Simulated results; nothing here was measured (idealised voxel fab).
Proc. module: voxel fin reveal
Pictured: cross-section cut, 205 nm wide, on a grid of 5 nm square cells.
Cross-section spec: square-cell grid; bands listed top down; each band is one or more rows.
Basically the band line says how high the top is and how high the bottom is, in nm, and then what's in it from left to right, every material with its width in nm. Empty space shows up as "empty", and if a single material carries "everywhere" it runs the full band edge to edge.
Heads up on the height convention: 0 is the point under which the incoming wafer is all one material, and the lowest band has no bottom, it just keeps going down, like "top 0, no bottom".
It should be noted that a width expressed as "30..40" varies in equal increments from row to row of cells within the band, taking the value of the first number at the top row and that of the second number at the bottom row.
Where the words "left unchanged" appear for a step, the cross-section shows no cell changed by that step; every cell remained as before.
In the "Voids, enclosed" entry, you get each enclosed empty space of 8 cells or more, one with no open way to the top, written width x height at distance, distance from the left edge, in nm.
after a step's settings: what the simulator itself notes on the step
"overlay nm" on a masked step: distance the mask lay right of its planned place, negative for left.

These are the steps we planned for the process:
1,RECEIVE [material Si]
2,CONFORMAL_DEP [material SiN] [thk nm 5]
3,MASKED_ETCH [tone cover] [mask id FINS] [width nm 15] [pitch nm 35] [etch materials SiN] [depth nm 5] [overlay nm 0]
4,MASKED_ETCH [tone cover] [mask id FINS] [width nm 15] [pitch nm 35] [etch materials Si] [depth nm 30] [overlay nm 0]
5,FILL_DEP [material SiO2] [thk nm 5]
6,CMP [height nm 5]
7,SELECTIVE_ETCH [etch materials SiO2] [depth nm 25]
8,STRIP [etch materials SiN]
9,CONFORMAL_DEP [material HfO2] [thk nm 5]

Wafer cross-section on receipt, i.e. after step 1:
	top 0, no bottom = Si everywhere
	Voids, enclosed: none

Below is the wafer in cross-section after the module was completed. It began from the starting point shown above and followed the plan shown above, except that one mistake was made while running it:
	top 5, bottom 0 = 70 empty, 25 HfO2, 10 empty, 25 HfO2, 75 empty
	top 0, bottom -15 = 70 empty, 5 HfO2, 15 Si, 5 HfO2, 10 empty, 5 HfO2, 15 Si, 5 HfO2, 75 empty
	top -15, bottom -20 = 55 HfO2, 15 empty, 5 HfO2, 15 Si, 5 HfO2, 10 empty, 5 HfO2, 15 Si, 5 HfO2, 15 empty, 60 HfO2
	top -20, bottom -25 = 50 SiO2, 25 HfO2, 15 Si, 20 HfO2, 15 Si, 25 HfO2, 55 SiO2
	top -25, bottom -30 = 75 SiO2, 15 Si, 20 SiO2, 15 Si, 80 SiO2
	top -30, no bottom = Si everywhere
	Voids, enclosed: none
Short version of what went wrong: steps 7 and 8 of the plan were run in the wrong order, each in the other's place
